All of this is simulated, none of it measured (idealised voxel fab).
Name of the process module below: voxel tone inversion
The cross-section on display is named cut; it measures 180 nm wide, and its cells are 5 nm squares.
Square cells in a grid make up a cross-section in this document, and the grid is given as bands, listed from the top down, each one or more rows of cells.
It is stipulated that each band's entry specify, in nanometres, the height of the top of the band and then that of its bottom, followed by the materials of the band in left-to-right sequence, each together with its width in nanometres. A single material marked by the word "full width" is understood to fill the band from edge to edge; the word "empty" is understood to denote empty space.
Heights from 0 (as-received wafer is one material below). Bottom band endless downward, as "0 -> down".
It should be noted that a width expressed as "30..40" varies in equal increments from row to row of cells within the band, taking the value of the first number at the top row and that of the second number at the bottom row.
"nothing changed" -> step changed no cross-section cell.
Listed in "Enclosed cavity list": every empty space of 8 or more cells without an open way to the top. Form: width x height at distance, the distance being from the left edge, all in nm.
If you see something after the settings on a step's line, that's the simulator's own remark about that step.
overlay nm: on a step with a mask, how far right of its planned place the mask lay; negative means left.

### Below is the list of planned process steps
step 1: RECEIVE, material Si
step 2: CONFORMAL_DEP, material SiN, thk nm 5
step 3: DIRECTIONAL_DEP, material aC, thk nm 15
step 4: PATTERN, tone cover, mask id POSTS, material resist, width nm 20, pitch nm 35, thk nm 25, overlay nm 0
step 5: DIRECTIONAL_ETCH, etch materials aC, depth nm 15
step 6: STRIP, etch materials resist
step 7: FILL_DEP, material SiO2, thk nm 5
step 8: CMP, height nm 20
step 9: STRIP, etch materials aC

### The first of two wafers, run as planned

### Cross-section: wafer on arrival = after step 1
    0 -> down | Si full width
    Enclosed cavity list: none

### The wafer, seen in cross-section, after step 2
    5 -> 0 | SiN full width
    Anything lower than 0 is untouched.

### The wafer, seen in cross-section, after step 3
    20 -> 5 | aC full width
    Anything lower than 5 is untouched.

### The wafer, seen in cross-section, after step 4
    45 -> 20 | 45 nm empty | 20 nm resist | 15 nm empty | 20 nm resist | 15 nm empty | 20 nm resist | 45 nm empty
    Anything lower than 20 is untouched.

### The wafer, seen in cross-section, after step 5
    30 -> 20 | 45 nm empty | 20 nm resist | 15 nm empty | 20 nm resist | 15 nm empty | 20 nm resist | 45 nm empty
    20 -> 5 | 45 nm empty | 20 nm aC | 15 nm empty | 20 nm aC | 15 nm empty | 20 nm aC | 45 nm empty
    Anything lower than 5 is untouched.

### The wafer, seen in cross-section, after step 6
    20 -> 5 | 45 nm empty | 20 nm aC | 15 nm empty | 20 nm aC | 15 nm empty | 20 nm aC | 45 nm empty
    Anything lower than 5 is untouched.

### The wafer, seen in cross-section, after step 7
    25 -> 20 | SiO2 full width
    20 -> 5 | 45 nm SiO2 | 20 nm aC | 15 nm SiO2 | 20 nm aC | 15 nm SiO2 | 20 nm aC | 45 nm SiO2
    Anything lower than 5 is untouched.

### The wafer, seen in cross-section, after step 8
    20 -> 5 | 45 nm SiO2 | 20 nm aC | 15 nm SiO2 | 20 nm aC | 15 nm SiO2 | 20 nm aC | 45 nm SiO2
    Anything lower than 5 is untouched.

### The wafer, seen in cross-section, after step 9
    20 -> 5 | 45 nm SiO2 | 20 nm empty | 15 nm SiO2 | 20 nm empty | 15 nm SiO2 | 20 nm empty | 45 nm SiO2
    Anything lower than 5 is untouched.

### The second wafer began exactly as the first did and followed the same plan, but one mistake was made while running it; through step 3 inclusive, the two wafers are identical

### Cross-section of the second wafer at the time step 4 of the plan should have ended
    45 -> 20 | 50 nm empty | 15 nm resist | 20 nm empty | 15 nm resist | 20 nm empty | 15 nm resist | 45 nm empty
    Anything lower than 20 is untouched.

### Cross-section of the second wafer at the time step 5 of the plan should have ended
    30 -> 20 | 50 nm empty | 15 nm resist | 20 nm empty | 15 nm resist | 20 nm empty | 15 nm resist | 45 nm empty
    20 -> 5 | 50 nm empty | 15 nm aC | 20 nm empty | 15 nm aC | 20 nm empty | 15 nm aC | 45 nm empty
    Anything lower than 5 is untouched.

### Cross-section of the second wafer at the time step 6 of the plan should have ended
    20 -> 5 | 50 nm empty | 15 nm aC | 20 nm empty | 15 nm aC | 20 nm empty | 15 nm aC | 45 nm empty
    Anything lower than 5 is untouched.

### Cross-section of the second wafer at the time step 7 of the plan should have ended
    25 -> 20 | SiO2 full width
    20 -> 5 | 50 nm SiO2 | 15 nm aC | 20 nm SiO2 | 15 nm aC | 20 nm SiO2 | 15 nm aC | 45 nm SiO2
    Anything lower than 5 is untouched.

### Cross-section of the second wafer at the time step 8 of the plan should have ended
    20 -> 5 | 50 nm SiO2 | 15 nm aC | 20 nm SiO2 | 15 nm aC | 20 nm SiO2 | 15 nm aC | 45 nm SiO2
    Anything lower than 5 is untouched.

### Cross-section of the second wafer at the time step 9 of the plan should have ended
    20 -> 5 | 50 nm SiO2 | 15 nm empty | 20 nm SiO2 | 15 nm empty | 20 nm SiO2 | 15 nm empty | 45 nm SiO2
    Anything lower than 5 is untouched.
What went wrong in running the wafer? step 4 went in with a setting other than planned; the actual run was PATTERN, tone cover, mask id POSTS, material resist, width nm 15, pitch nm 35, thk nm 25, overlay nm 0
Final cells, second wafer relative to first, materials higher or lower: +9 SiO2
